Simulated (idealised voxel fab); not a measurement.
Herein follows the process module entitled voxel ribs on slabs.
For reference, the cross-section in this document is cut, with width 240 nm and square cells of 5 nm.
Just so we're on the same page, the cross-sections are grids of square cells, and they're listed out in bands top to bottom, each band one or more rows deep. It is stipulated that each band's entry specify, in nanometres, the height of the top of the band and then that of its bottom, followed by the materials of the band in left-to-right sequence, each together with its width in nanometres. A single material marked by the word "full width" is understood to fill the band from edge to edge; the word "empty" is understood to denote empty space. For the purposes of this specification, 0 denotes the height below which the wafer in its as-received condition is composed wholly of one material, and the lowermost band, lacking a lower limit, extends downward without end, as expressed in "0 and below". Note: "30->40" means the width goes from the first number (top row of the band) to the second number (bottom row) in equal steps per row of cells. Reading "no change" for a step: not a cell of the cross-section changed in it. Under "Enclosed internal voids" you'll find the enclosed gaps, the ones with no way out to the top, that are 8 cells or bigger; each reads width x height at distance, with distance counted from the left edge, everything in nm. On a step's line, text after the settings is the simulator commenting on that step. Among the settings permitted on a step's line is "overlay nm"; applied to a step with a mask, it specifies the extent to which the mask lay to the right of its planned position, whereas a negative figure signifies a position to the left.
Steps planned for the process
step 1: RECEIVE with material Si
step 2: DIRECTIONAL_DEP with material SiO2, thk nm 25
step 3: DIRECTIONAL_DEP with material polySi, thk nm 20
step 4: PATTERN with tone cover, mask id RIB, material resist, width nm 30, thk nm 20, overlay nm 0
step 5: DIRECTIONAL_ETCH with etch materials polySi, depth nm 5
step 6: STRIP with etch materials resist
step 7: DIRECTIONAL_DEP with material aC, thk nm 15
step 8: PATTERN with tone cover, mask id SLAB, material resist, width nm 60, thk nm 35, overlay nm 0
step 9: DIRECTIONAL_ETCH with etch materials aC, depth nm 15
step 10: STRIP with etch materials resist
step 11: DIRECTIONAL_ETCH with etch materials polySi, depth nm 15
step 12: STRIP with etch materials aC
step 13: FILL_DEP with material SiO2, thk nm 30
step 14: CMP with height nm 65
step 15: DIRECTIONAL_DEP with material TiN, thk nm 5
step 16: MASKED_ETCH with tone cover, mask id HEATER, width nm 40, etch materials TiN, depth nm 5, overlay nm 0
step 17: CONFORMAL_DEP with material SiN, thk nm 5
First wafer, two in total, run as planned
Cross-section, incoming material, after step 1
* 0 and below | Si full width
* Enclosed internal voids: none
Cross-sectional representation of the wafer at the conclusion of step 2
* 25 down to 0 | SiO2 full width
* All layers under 0 are left as they were.
Cross-sectional representation of the wafer at the conclusion of step 3
* 45 down to 25 | polySi full width
* All layers under 25 are left as they were.
Cross-sectional representation of the wafer at the conclusion of step 4
* 65 down to 45 | empty: 105 | resist: 30 | empty: 105
* All layers under 45 are left as they were.
Cross-sectional representation of the wafer at the conclusion of step 5
* 65 down to 45 | empty: 105 | resist: 30 | empty: 105
* 45 down to 40 | empty: 105 | polySi: 30 | empty: 105
* All layers under 40 are left as they were.
Cross-sectional representation of the wafer at the conclusion of step 6
* 45 down to 40 | empty: 105 | polySi: 30 | empty: 105
* All layers under 40 are left as they were.
Cross-sectional representation of the wafer at the conclusion of step 7
* 60 down to 55 | empty: 105 | aC: 30 | empty: 105
* 55 down to 45 | aC full width
* 45 down to 40 | aC: 105 | polySi: 30 | aC: 105
* All layers under 40 are left as they were.
Cross-sectional representation of the wafer at the conclusion of step 8
* 95 down to 60 | empty: 90 | resist: 60 | empty: 90
* 60 down to 55 | empty: 90 | resist: 15 | aC: 30 | resist: 15 | empty: 90
* All layers under 55 are left as they were.
Cross-sectional representation of the wafer at the conclusion of step 9
* 80 down to 60 | empty: 90 | resist: 60 | empty: 90
* 60 down to 55 | empty: 90 | resist: 15 | aC: 30 | resist: 15 | empty: 90
* 55 down to 45 | empty: 90 | aC: 60 | empty: 90
* 45 down to 40 | empty: 90 | aC: 15 | polySi: 30 | aC: 15 | empty: 90
* All layers under 40 are left as they were.
Cross-sectional representation of the wafer at the conclusion of step 10
* 60 down to 55 | empty: 105 | aC: 30 | empty: 105
* All layers under 55 are left as they were.
Cross-sectional representation of the wafer at the conclusion of step 11
* 60 down to 55 | empty: 105 | aC: 30 | empty: 105
* 55 down to 45 | empty: 90 | aC: 60 | empty: 90
* 45 down to 40 | empty: 90 | aC: 15 | polySi: 30 | aC: 15 | empty: 90
* 40 down to 25 | empty: 90 | polySi: 60 | empty: 90
* All layers under 25 are left as they were.
Cross-sectional representation of the wafer at the conclusion of step 12
* 45 down to 40 | empty: 105 | polySi: 30 | empty: 105
* All layers under 40 are left as they were.
Cross-sectional representation of the wafer at the conclusion of step 13
* 75 down to 45 | SiO2 full width
* 45 down to 40 | SiO2: 105 | polySi: 30 | SiO2: 105
* 40 down to 25 | SiO2: 90 | polySi: 60 | SiO2: 90
* All layers under 25 are left as they were.
Cross-sectional representation of the wafer at the conclusion of step 14
* 65 down to 45 | SiO2 full width
* All layers under 45 are left as they were.
Cross-sectional representation of the wafer at the conclusion of step 15
* 70 down to 65 | TiN full width
* All layers under 65 are left as they were.
Cross-sectional representation of the wafer at the conclusion of step 16
* 70 down to 65 | empty: 100 | TiN: 40 | empty: 100
* All layers under 65 are left as they were.
Cross-sectional representation of the wafer at the conclusion of step 17
* 75 down to 70 | empty: 95 | SiN: 50 | empty: 95
* 70 down to 65 | SiN: 100 | TiN: 40 | SiN: 100
* All layers under 65 are left as they were.
The second wafer began exactly as the first did and followed the same plan, but one mistake was made while running it; through step 3 inclusive, the two wafers are identical
Second wafer shown in cross-section at the time step 4 was slated to end
* 65 down to 45 | empty: 95 | resist: 30 | empty: 115
* All layers under 45 are left as they were.
Second wafer shown in cross-section at the time step 5 was slated to end
* 65 down to 45 | empty: 95 | resist: 30 | empty: 115
* 45 down to 40 | empty: 95 | polySi: 30 | empty: 115
* All layers under 40 are left as they were.
Second wafer shown in cross-section at the time step 6 was slated to end
* 45 down to 40 | empty: 95 | polySi: 30 | empty: 115
* All layers under 40 are left as they were.
Second wafer shown in cross-section at the time step 7 was slated to end
* 60 down to 55 | empty: 95 | aC: 30 | empty: 115
* 55 down to 45 | aC full width
* 45 down to 40 | aC: 95 | polySi: 30 | aC: 115
* All layers under 40 are left as they were.
Second wafer shown in cross-section at the time step 8 was slated to end
* 95 down to 60 | empty: 90 | resist: 60 | empty: 90
* 60 down to 55 | empty: 90 | resist: 5 | aC: 30 | resist: 25 | empty: 90
* All layers under 55 are left as they were.
Second wafer shown in cross-section at the time step 9 was slated to end
* 80 down to 60 | empty: 90 | resist: 60 | empty: 90
* 60 down to 55 | empty: 90 | resist: 5 | aC: 30 | resist: 25 | empty: 90
* 55 down to 45 | empty: 90 | aC: 60 | empty: 90
* 45 down to 40 | empty: 90 | aC: 5 | polySi: 30 | aC: 25 | empty: 90
* All layers under 40 are left as they were.
Second wafer shown in cross-section at the time step 10 was slated to end
* 60 down to 55 | empty: 95 | aC: 30 | empty: 115
* All layers under 55 are left as they were.
Second wafer shown in cross-section at the time step 11 was slated to end
* 60 down to 55 | empty: 95 | aC: 30 | empty: 115
* 55 down to 45 | empty: 90 | aC: 60 | empty: 90
* 45 down to 40 | empty: 90 | aC: 5 | polySi: 30 | aC: 25 | empty: 90
* 40 down to 25 | empty: 90 | polySi: 60 | empty: 90
* All layers under 25 are left as they were.
Second wafer shown in cross-section at the time step 12 was slated to end
* 45 down to 40 | empty: 95 | polySi: 30 | empty: 115
* All layers under 40 are left as they were.
Second wafer shown in cross-section at the time step 13 was slated to end
* 75 down to 45 | SiO2 full width
* 45 down to 40 | SiO2: 95 | polySi: 30 | SiO2: 115
* 40 down to 25 | SiO2: 90 | polySi: 60 | SiO2: 90
* All layers under 25 are left as they were.
Second wafer shown in cross-section at the time step 14 was slated to end
* 65 down to 45 | SiO2 full width
* All layers under 45 are left as they were.
Second wafer shown in cross-section at the time step 15 was slated to end
* 70 down to 65 | TiN full width
* All layers under 65 are left as they were.
Second wafer shown in cross-section at the time step 16 was slated to end
* 70 down to 65 | empty: 100 | TiN: 40 | empty: 100
* All layers under 65 are left as they were.
Second wafer shown in cross-section at the time step 17 was slated to end
* 75 down to 70 | empty: 95 | SiN: 50 | empty: 95
* 70 down to 65 | SiN: 100 | TiN: 40 | SiN: 100
* All layers under 65 are left as they were.
The plan and the run diverged here: step 4 was run on a setting that differed from the plan, and what really ran there is PATTERN with tone cover, mask id RIB, material resist, width nm 30, thk nm 20, overlay nm -10
If you tally the cells, the second wafer ends up with the same amount of every material as the first; it's all just sitting in different places.
